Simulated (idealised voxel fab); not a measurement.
Process module heading - voxel gate over fins
The width of the displayed cross-section, cut, is 175 nm; its cells are square, with a size of 5 nm.
A cross-section in this document is a grid of square cells, and it is written down as bands, the top band listed before the ones below it; a band is made up of one or more rows of cells. First you get the band's top height and its bottom height, in nm, and then the materials it's made of, left to right, with each width in nm. If you see a single material with "throughout", that one covers the band edge to edge. "air" is empty space. The reference from which all heights are counted is 0, the level beneath which the as-received wafer is entirely one material; the lowest band, having no lower bound, proceeds downward and is written after the example "from 0 down". It should be noted that a width expressed as "30->40" varies in equal increments from row to row of cells within the band, taking the value of the first number at the top row and that of the second number at the bottom row. Key: "no change occurred" - step with no changed cell in the cross-section. Listed in "Sealed voids": every empty space of 8 or more cells without an open way to the top. Form: width x height at distance, the distance being from the left edge, all in nm. If you see something after the settings on a step's line, that's the simulator's own remark about that step. Steps that use a mask can have "overlay nm" on their line. It says how far the mask sat to the right of where it was meant to be. Negative means to the left.
-- List of planned process steps
| 1 | RECEIVE, material Si |
| 2 | CONFORMAL_DEP, material SiN, thk nm 10 |
| 3 | MASKED_ETCH, tone cover, mask id FINS, width nm 15, pitch nm 45, etch materials SiN, depth nm 10, overlay nm 0 |
| 4 | MASKED_ETCH, tone cover, mask id FINS, width nm 15, pitch nm 45, etch materials Si, depth nm 30, overlay nm 0 |
| 5 | OXIDIZE, depth nm 5 |
| 6 | FILL_DEP, material SiO2, thk nm 5 |
| 7 | CMP, height nm 10 |
| 8 | SELECTIVE_ETCH, etch materials SiO2, depth nm 20 |
| 9 | STRIP, etch materials SiN |
| 10 | CONFORMAL_DEP, material HfO2, thk nm 5 |
| 11 | CONFORMAL_DEP, material TiN, thk nm 5 |
| 12 | CONFORMAL_DEP, material TiAl, thk nm 5 |
| 13 | CONFORMAL_DEP, material TiN, thk nm 5 |
| 14 | FILL_DEP, material W, thk nm 10 |
| 15 | CMP, height nm 25 |
| 16 | CONFORMAL_DEP, material SiCN, thk nm 5 |
-- Received-state cross-section, reflecting completion of step 1
> from 0 down | Si throughout
> Sealed voids: none
-- First of two wafers at the end of the module, shown in cross-section; run carried out as planned
> from 30 to 25 | SiCN throughout
> from 25 to 20 | W throughout
> from 20 to 15 | W=20, then TiN=135, then W=20
> from 15 to 10 | W=20, then TiN=5, then TiAl=35, then TiN=10, then TiAl=35, then TiN=10, then TiAl=35, then TiN=5, then W=20
> from 10 to 5 | TiN=25, then TiAl=5, then TiN=25, then TiAl=5, then TiN=10, then TiAl=5, then TiN=25, then TiAl=5, then TiN=10, then TiAl=5, then TiN=25, then TiAl=5, then TiN=25
> from 5 to 0 | TiAl=30, then TiN=5, then HfO2=15, then TiN=5, then TiAl=20, then TiN=5, then HfO2=15, then TiN=5, then TiAl=20, then TiN=5, then HfO2=15, then TiN=5, then TiAl=30
> from 0 to -5 | TiN=35, then HfO2=5, then Si=5, then HfO2=5, then TiN=30, then HfO2=5, then Si=5, then HfO2=5, then TiN=30, then HfO2=5, then Si=5, then HfO2=5, then TiN=35
> from -5 to -10 | HfO2=40, then Si=5, then HfO2=40, then Si=5, then HfO2=40, then Si=5, then HfO2=40
> from -10 to -35 | SiO2=40, then Si=5, then SiO2=40, then Si=5, then SiO2=40, then Si=5, then SiO2=40
> from -35 down | Si throughout
> Sealed voids: none
-- The second wafer, shown in cross-section after the module: started the same way as the first and given the same plan, yet one mistake crept into how it was run
> from 30 to 25 | SiCN throughout
> from 25 to 20 | HfO2 throughout
> from 20 to 15 | HfO2=20, then TiN=135, then HfO2=20
> from 15 to 10 | HfO2=20, then TiN=5, then TiAl=35, then TiN=10, then TiAl=35, then TiN=10, then TiAl=35, then TiN=5, then HfO2=20
> from 10 to 5 | TiN=25, then TiAl=5, then TiN=25, then TiAl=5, then TiN=10, then TiAl=5, then TiN=25, then TiAl=5, then TiN=10, then TiAl=5, then TiN=25, then TiAl=5, then TiN=25
> from 5 to 0 | TiAl=30, then TiN=5, then HfO2=15, then TiN=5, then TiAl=20, then TiN=5, then HfO2=15, then TiN=5, then TiAl=20, then TiN=5, then HfO2=15, then TiN=5, then TiAl=30
> from 0 to -5 | TiN=35, then HfO2=5, then Si=5, then HfO2=5, then TiN=30, then HfO2=5, then Si=5, then HfO2=5, then TiN=30, then HfO2=5, then Si=5, then HfO2=5, then TiN=35
> from -5 to -10 | HfO2=40, then Si=5, then HfO2=40, then Si=5, then HfO2=40, then Si=5, then HfO2=40
> from -10 to -35 | SiO2=40, then Si=5, then SiO2=40, then Si=5, then SiO2=40, then Si=5, then SiO2=40
> from -35 down | Si throughout
> Sealed voids: none
what went wrong: the process deviated at step 14: the operation and settings actually run there were FILL_DEP, material HfO2, thk nm 10
End of process, cell counts, second wafer against first, materials with more or fewer: HfO2: 51 more | W: 51 fewer
